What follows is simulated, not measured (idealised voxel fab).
Herein follows the process module entitled voxel self aligned vias.
Displayed cross-section: cut, width of 265 nm, square cells sized 5 nm.
A cross-section in this document is a grid of square cells, and it is written down as bands, the top band listed before the ones below it; a band is made up of one or more rows of cells. In this notation a band is specified by the heights of its top and bottom, in that order and in nm, after which its materials appear from left to right, each paired with its width in nm. The word "edge to edge" attached to a single material means that material fills the band from edge to edge; the word "blank" stands for empty space. Height is counted from the level 0, under which the received wafer is composed throughout of one material. The lowest of the bands is not closed at the bottom but continues downward, in the notation "z 0 and below". Width: "30->40" (first number = top row, second number = bottom row, same change from row to row of cells). The cross-section has no changed cell in any step marked "nothing got changed". Empty spaces without an open route to the top, at least 8 cells in extent, make up the entry "Sealed void listing"; each is given as width x height at distance, where the distance is measured from the left edge, and all are in nm. Where a step's line continues beyond its settings, the continuation is a remark by the simulator itself on that step. "overlay nm", when on a step's line for a step with a mask, measures how far to the right of its planned place the mask lay; a negative measure means to the left.

## Here's what the planned process steps look like
1. RECEIVE: material Si
2. CONFORMAL_DEP: material SiO2, thk nm 15
3. CONFORMAL_DEP: material SiCN, thk nm 5
4. DIRECTIONAL_DEP: material lowk, thk nm 30
5. PATTERN: tone open, mask id LINES, material resist, width nm 20, pitch nm 65, thk nm 20, overlay nm 0
6. DIRECTIONAL_ETCH: etch materials lowk, depth nm 30
7. STRIP: etch materials resist
8. CONFORMAL_DEP: material TiN, thk nm 5
9. FILL_DEP: material W, thk nm 5
10. CMP: height nm 50
11. SELECTIVE_ETCH: etch materials W Ru TiN, depth nm 5
12. FILL_DEP: material SiN, thk nm 10
13. CMP: height nm 50
14. DIRECTIONAL_DEP: material lowk, thk nm 20
15. DIRECTIONAL_DEP: material aC, thk nm 10
16. PATTERN: tone open, mask id VIAS, material resist, width nm 40, pitch nm 65, thk nm 30, overlay nm 0
17. DIRECTIONAL_ETCH: etch materials aC, depth nm 10
18. STRIP: etch materials resist
19. DIRECTIONAL_ETCH: etch materials lowk, depth nm 20
20. DIRECTIONAL_ETCH: etch materials SiN, depth nm 5
21. STRIP: etch materials aC
22. CONFORMAL_DEP: material TiN, thk nm 5
23. FILL_DEP: material W, thk nm 5
24. CMP: height nm 70
25. CONFORMAL_DEP: material SiCN, thk nm 5

## Cross-section: wafer on arrival = after step 1
- z 0 and below = Si edge to edge
- Sealed void listing: none

## Post-module cross-section: identical start and plan to those above, one misstep in execution
- z 75 to 70 = SiCN edge to edge
- z 70 to 55 = lowk: 80 / TiN: 5 / W: 30 / TiN: 5 / lowk: 25 / TiN: 5 / W: 30 / TiN: 5 / lowk: 80
- z 55 to 50 = lowk: 80 / TiN: 40 / lowk: 25 / TiN: 40 / lowk: 80
- z 50 to 45 = SiN: 80 / TiN: 10 / lowk: 20 / TiN: 10 / SiN: 25 / TiN: 10 / lowk: 20 / TiN: 10 / SiN: 80
- z 45 to 25 = W: 85 / TiN: 5 / lowk: 20 / TiN: 5 / W: 35 / TiN: 5 / lowk: 20 / TiN: 5 / W: 85
- z 25 to 20 = TiN: 90 / lowk: 20 / TiN: 45 / lowk: 20 / TiN: 90
- z 20 to 15 = SiCN edge to edge
- z 15 to 0 = SiO2 edge to edge
- z 0 and below = Si edge to edge
- Sealed void listing: none
Deviation noted in wafer processing: step 5 deviated from plan and actually ran as PATTERN: tone cover, mask id LINES, material resist, width nm 20, pitch nm 65, thk nm 20, overlay nm 0
